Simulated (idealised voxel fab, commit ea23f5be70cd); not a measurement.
The process module presented herein is designated voxel self aligned contacts.
Cross-sectional view cut (width: 200 nm; square cell size: 5 nm).
If you're reading a cross-section in this doc, picture square cells in a grid; it comes to you as bands, top ones listed first down to the bottom, and a band can be one or more rows of cells.
Band: top height; bottom height; in nm. Then, left to right: material with width in nm, for each material. "throughout": a single material spanning edge to edge. "air": empty space.
A quick word on heights: they are counted from 0, and under that level the wafer as it came to us is one material throughout. The lowest band is different from the rest in having no bottom; it simply continues downward, written as in "top 0, no bottom".
The notation "30->40" denotes a width that varies across the rows of cells in the band, beginning at the first number in the top row, finishing at the second number in the bottom row, and changing by an identical amount from each row to the next.
You'll sometimes find "nothing changed" written for a step, and that's the way of saying that nowhere in the cross-section did a cell change during that step.
What "Closed void listing" gives you is every empty space of 8 cells or more that is cut off from the top. Each appears as width x height at distance, with the distance taken from the left edge and width, height and distance all in nm.
Heads up: the bit after the settings on a step's line is the simulator's remark on that step.
overlay nm: right-of-plan distance of the mask on a masked step; negative values mean left-of-plan.
-- This section lists the process steps that were planned
1. op RECEIVE | material Si
2. op OXIDIZE | depth nm 5
3. op DIRECTIONAL_DEP | material polySi | thk nm 30
4. op DIRECTIONAL_DEP | material SiN | thk nm 20
5. op MASKED_ETCH | tone cover | mask id GATE | width nm 30 | pitch nm 65 | etch materials SiN | depth nm 20 | overlay nm 0
6. op MASKED_ETCH | tone cover | mask id GATE | width nm 30 | pitch nm 65 | etch materials polySi | depth nm 30 | overlay nm 0
7. op CONFORMAL_DEP | material SiN | thk nm 10
8. op DIRECTIONAL_ETCH | etch materials SiN | depth nm 10
9. op FILL_DEP | material SiO2 | thk nm 20
10. op CMP | height nm 60
11. op PATTERN | tone open | mask id CONTACT | material resist | width nm 45 | thk nm 20 | overlay nm 0
12. op DIRECTIONAL_ETCH | etch materials SiO2 | depth nm 65
13. op STRIP | etch materials resist
14. op CONFORMAL_DEP | material TiN | thk nm 5
15. op FILL_DEP | material W | thk nm 10
16. op CMP | height nm 60
17. op CONFORMAL_DEP | material SiN | thk nm 5
-- Step 1 complete: cross-section of the wafer as received
  top 0, no bottom = Si throughout
  Closed void listing: none
-- Sectioned view, first of two wafers, at the close of the module, processed as intended in the plan
  top 65, bottom 60 = SiN throughout
  top 60, bottom 50 = 75 of SiO2 | 5->20 of TiN | 35->5 of W | 5->20 of TiN | 80 of SiO2
  top 50, bottom 30 = 40 of SiO2 | 50 of SiN | 5 of TiN | 5 of W | 5 of TiN | 50 of SiN | 45 of SiO2
  top 30, bottom 0 = 40 of SiO2 | 10 of SiN | 30 of polySi | 10 of SiN | 5 of TiN | 5 of W | 5 of TiN | 10 of SiN | 30 of polySi | 10 of SiN | 45 of SiO2
  top 0, bottom -5 = 90 of SiO2 | 15 of TiN | 95 of SiO2
  top -5, no bottom = Si throughout
  Closed void listing: none
-- End-of-module cross-section of the second wafer: identical starting point and process plan to the first, with one processing mistake
  top 65, bottom 60 = SiN throughout
  top 60, bottom 50 = 75 of SiO2 | 5->20 of TiN | 35->5 of W | 5->20 of TiN | 80 of SiO2
  top 50, bottom 45 = 40 of SiO2 | 50 of SiN | 5 of TiN | 5 of W | 5 of TiN | 50 of SiN | 45 of SiO2
  top 45, bottom 40 = 40 of SiO2 | 50 of SiN | 15 of TiN | 50 of SiN | 45 of SiO2
  top 40, bottom 30 = SiN throughout
  top 30, bottom 0 = polySi throughout
  top 0, bottom -5 = SiO2 throughout
  top -5, no bottom = Si throughout
  Closed void listing: none
Misprocessing identified: planned and actual differ for step 5; actual: op MASKED_ETCH | tone cover | mask id GATE | width nm 30 | pitch nm 65 | etch materials SiN | depth nm 10 | overlay nm 0
Wrapping up, a cell-based count of both wafers puts the second over or under the first for these materials: -8 SiN; -133 SiO2; -18 TiN; -9 W; +168 polySi
